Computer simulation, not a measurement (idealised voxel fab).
Presented below is a process module, voxel capacitor over wiring.
The width of the displayed cross-section, cut, is 285 nm; its cells are square, with a size of 5 nm.
Cross-section = grid of square cells, listed top down in bands; band = one or more rows.
Band: top and bottom heights (nm) first, top before bottom; then materials from left to right, widths in nm. "edge to edge" marks a sole material filling the band edge to edge. "blank" denotes empty space.
Where do heights start? At 0: under that level the wafer as delivered is made of one material only. And the lowest band has no floor; it just carries on downward, as in "0 nm and below".
The expression "30..40" gives the width at the extremes of the band, the first number at its top row of cells and the second at its bottom row, with the width changing by equal amounts from each row to the next in between.
"stayed the same" -> step changed no cross-section cell.
Closed empty spaces (no open way to the top) of 8 cells or more are what "Closed void register" lists, each as width x height at distance from the left edge, nm for all three.
Heads up: the bit after the settings on a step's line is the simulator's remark on that step.
Steps that use a mask can have "overlay nm" on their line. It says how far the mask sat to the right of where it was meant to be. Negative means to the left.

# Set out below are the planned steps of the process
1 RECEIVE, material Si
2 CONFORMAL_DEP, material SiO2, thk nm 10
3 DIRECTIONAL_DEP, material TiN, thk nm 5
4 DIRECTIONAL_DEP, material Ru, thk nm 15
5 PATTERN, tone cover, mask id METAL_1, material resist, width nm 30, pitch nm 80, thk nm 20, overlay nm 0
6 DIRECTIONAL_ETCH, etch materials Ru, depth nm 15
7 DIRECTIONAL_ETCH, etch materials TiN, depth nm 5
8 STRIP, etch materials resist
9 CONFORMAL_DEP, material SiN, thk nm 5
10 FILL_DEP, material lowk, thk nm 5
11 CMP, height nm 30
12 CONFORMAL_DEP, material SiCN, thk nm 5
13 DIRECTIONAL_DEP, material SiO2, thk nm 10
14 MASKED_ETCH, tone open, mask id PLUG_1, width nm 15, etch materials SiO2, depth nm 10, overlay nm 0
15 MASKED_ETCH, tone open, mask id PLUG_1, width nm 15, etch materials SiCN, depth nm 5, overlay nm 0
16 EPI, material Ru, thk nm 10
17 EPI, material Ru, thk nm 5
18 DIRECTIONAL_DEP, material TiN, thk nm 10
19 DIRECTIONAL_DEP, material Al2O3, thk nm 5
20 DIRECTIONAL_DEP, material TiN, thk nm 10
21 PATTERN, tone cover, mask id UPPER_PLATE, material resist, width nm 55, thk nm 20, overlay nm 0
22 DIRECTIONAL_ETCH, etch materials TiN, depth nm 10
23 DIRECTIONAL_ETCH, etch materials Al2O3, depth nm 5
24 STRIP, etch materials resist
25 MASKED_ETCH, tone cover, mask id LOWER_PLATE, width nm 65, etch materials TiN, depth nm 10, overlay nm 0
26 FILL_DEP, material SiO2, thk nm 15
27 CMP, height nm 80
28 DIRECTIONAL_DEP, material aC, thk nm 10
29 PATTERN, tone open, mask id PLUG_2, material resist, width nm 15, thk nm 30, overlay nm 0
30 DIRECTIONAL_ETCH, etch materials aC, depth nm 10
31 STRIP, etch materials resist
32 DIRECTIONAL_ETCH, etch materials SiO2, depth nm 10
33 STRIP, etch materials aC
34 CONFORMAL_DEP, material TiN, thk nm 5
35 FILL_DEP, material Ru, thk nm 5
36 CMP, height nm 80
37 CONFORMAL_DEP, material SiCN, thk nm 5

# Cross-section, incoming material, after step 1
- 0 nm and below | Si edge to edge
- Closed void register: none

# The module was run from the start shown above using the plan shown above, but one mistake was made doing it; the resulting wafer cross-section is below
- 85 nm to 80 nm | SiCN edge to edge
- 80 nm to 75 nm | 110 of SiO2 / 5 of TiN / 5 of Ru / 5 of TiN / 160 of SiO2
- 75 nm to 70 nm | 110 of SiO2 / 15 of TiN / 160 of SiO2
- 70 nm to 60 nm | 100 of SiO2 / 55 of TiN / 130 of SiO2
- 60 nm to 55 nm | 100 of SiO2 / 55 of Al2O3 / 130 of SiO2
- 55 nm to 45 nm | 95 of SiO2 / 65 of TiN / 125 of SiO2
- 45 nm to 35 nm | 100 of SiO2 / 15 of Ru / 170 of SiO2
- 35 nm to 30 nm | 100 of SiCN / 15 of Ru / 170 of SiCN
- 30 nm to 20 nm | 80 of lowk / 5 of SiN / 30 of Ru / 5 of SiN / 40 of lowk / 5 of SiN / 30 of Ru / 5 of SiN / 85 of lowk
- 20 nm to 15 nm | 85 of SiN / 30 of Ru / 50 of SiN / 30 of Ru / 90 of SiN
- 15 nm to 5 nm | SiO2 edge to edge
- 5 nm to 0 nm | TiN edge to edge
- 0 nm and below | Si edge to edge
- Closed void register: none
So what did we get wrong on this run? the run placed steps 2 and 3 each in the position the plan gave to the other
